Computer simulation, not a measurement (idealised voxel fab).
process module | voxel capacitor over wiring
cross-section cut | 170 nm wide | cells 5 nm
A cross-section is a grid of square cells, given in bands from the top down. A band is one or more rows of cells.
Each band's line starts with the height of the band's top and of its bottom, in nm. Then come its materials from left to right, each with its width in nm. One material with "throughout" fills the band from edge to edge. "air" is empty space.
Height 0 is the level under which the wafer as received is all one material. The lowest band goes on downwards, as in "0 down".
A width such as "30 to 40" changes by the same amount from each row of cells to the next, from the band's top row to its bottom row.
"no change" after a step means that no cell of the cross-section changed.
closed voids: empty space of 8 cells or more with no open way to the top, each as width x height at its distance from the left edge, in nm
after a step's settings: what the simulator itself notes on the step
overlay nm, on a step with a mask: how far to the right of its planned place the mask lay; to the left if negative
plan
1 op RECEIVE | material Si
2 op CONFORMAL_DEP | material SiO2 | thk nm 10
3 op CONFORMAL_DEP | material SiN | thk nm 5
4 op DIRECTIONAL_DEP | material lowk | thk nm 20
5 op PATTERN | tone open | mask id METAL_1 | material resist | width nm 25 | pitch nm 90 | thk nm 20 | overlay nm 0
6 op DIRECTIONAL_ETCH | etch materials lowk | depth nm 20
7 op DIRECTIONAL_ETCH | etch materials SiN | depth nm 5
8 op STRIP | etch materials resist
9 op CONFORMAL_DEP | material TiN | thk nm 5
10 op FILL_DEP | material Ru | thk nm 5
11 op CMP | height nm 35
12 op CONFORMAL_DEP | material SiCN | thk nm 5
13 op DIRECTIONAL_DEP | material lowk | thk nm 20
14 op MASKED_ETCH | tone open | mask id PLUG_1 | width nm 15 | etch materials lowk | depth nm 20 | overlay nm 0
15 op MASKED_ETCH | tone open | mask id PLUG_1 | width nm 15 | etch materials SiCN | depth nm 5 | overlay nm 0
16 op CONFORMAL_DEP | material TiN | thk nm 5
17 op FILL_DEP | material Ru | thk nm 5
18 op CMP | height nm 60
19 op DIRECTIONAL_DEP | material TiN | thk nm 5
20 op DIRECTIONAL_DEP | material SiN | thk nm 5
21 op DIRECTIONAL_DEP | material TiN | thk nm 10
22 op MASKED_ETCH | tone cover | mask id UPPER_PLATE | width nm 70 | etch materials TiN | depth nm 10 | overlay nm 0
23 op MASKED_ETCH | tone cover | mask id UPPER_PLATE | width nm 70 | etch materials SiN | depth nm 5 | overlay nm -15
24 op MASKED_ETCH | tone cover | mask id LOWER_PLATE | width nm 80 | etch materials TiN | depth nm 5 | overlay nm 0
25 op FILL_DEP | material SiO2 | thk nm 20
26 op CMP | height nm 95
27 op PATTERN | tone open | mask id PLUG_2 | material resist | width nm 15 | thk nm 15 | overlay nm 0
28 op DIRECTIONAL_ETCH | etch materials SiO2 | depth nm 15
29 op STRIP | etch materials resist
30 op CONFORMAL_DEP | material TiN | thk nm 5
31 op FILL_DEP | material Ru | thk nm 5
32 op CMP | height nm 95
33 op CONFORMAL_DEP | material SiCN | thk nm 5
varied across the wafers: overlay nm of step 23. The plan shows the first wafer's value. All wafers start alike
first wafer as received, after step 1
  0 down: Si throughout
  closed voids: none
first wafer at the end, after step 33
  100 to 95: SiCN throughout
  95 to 85: SiO2 45 | TiN 5 | Ru 5 | TiN 5 | SiO2 110
  85 to 80: SiO2 45 | TiN 15 | SiO2 110
  80 to 70: SiO2 35 | TiN 70 | SiO2 65
  70 to 65: SiO2 20 | SiN 85 | SiO2 65
  65 to 60: SiO2 20 | TiN 90 | SiO2 60
  60 to 40: lowk 35 | TiN 5 | Ru 5 | TiN 5 | lowk 120
  40 to 35: SiCN 35 | TiN 15 | SiCN 120
  35 to 15: lowk 25 | TiN 5 | Ru 15 | TiN 5 | lowk 65 | TiN 5 | Ru 15 | TiN 5 | lowk 30
  15 to 10: SiN 25 | TiN 25 | SiN 65 | TiN 25 | SiN 30
  10 to 0: SiO2 throughout
  0 down: Si throughout
  closed voids: none
last wafer at the end
  100 to 95: SiCN throughout
  95 to 85: SiO2 45 | TiN 5 | Ru 5 | TiN 5 | SiO2 110
  85 to 80: SiO2 45 | TiN 15 | SiO2 110
  80 to 70: SiO2 35 | TiN 70 | SiO2 65
  70 to 65: SiO2 35 | SiN 85 | SiO2 50
  65 to 60: SiO2 30 | TiN 90 | SiO2 50
  60 to 40: lowk 35 | TiN 5 | Ru 5 | TiN 5 | lowk 120
  40 to 35: SiCN 35 | TiN 15 | SiCN 120
  35 to 15: lowk 25 | TiN 5 | Ru 15 | TiN 5 | lowk 65 | TiN 5 | Ru 15 | TiN 5 | lowk 30
  15 to 10: SiN 25 | TiN 25 | SiN 65 | TiN 25 | SiN 30
  10 to 0: SiO2 throughout
  0 down: Si throughout
  closed voids: none
each wafer at the end: cells of each material gained (+) or lost (-) since it was received, then its closed voids
overlay nm -15 | +30 Ru | +65 SiCN | +41 SiN | +234 SiO2 | +90 TiN | +220 lowk | closed voids: none
overlay nm -10 | +30 Ru | +65 SiCN | +40 SiN | +236 SiO2 | +89 TiN | +220 lowk | closed voids: none
overlay nm -5 | +30 Ru | +65 SiCN | +39 SiN | +238 SiO2 | +88 TiN | +220 lowk | closed voids: none
overlay nm 0 | +30 Ru | +65 SiCN | +38 SiN | +239 SiO2 | +88 TiN | +220 lowk | closed voids: none
overlay nm 5 | +30 Ru | +65 SiCN | +39 SiN | +238 SiO2 | +88 TiN | +220 lowk | closed voids: none
overlay nm 10 | +30 Ru | +65 SiCN | +40 SiN | +236 SiO2 | +89 TiN | +220 lowk | closed voids: none
overlay nm 15 | +30 Ru | +65 SiCN | +41 SiN | +234 SiO2 | +90 TiN | +220 lowk | closed voids: none
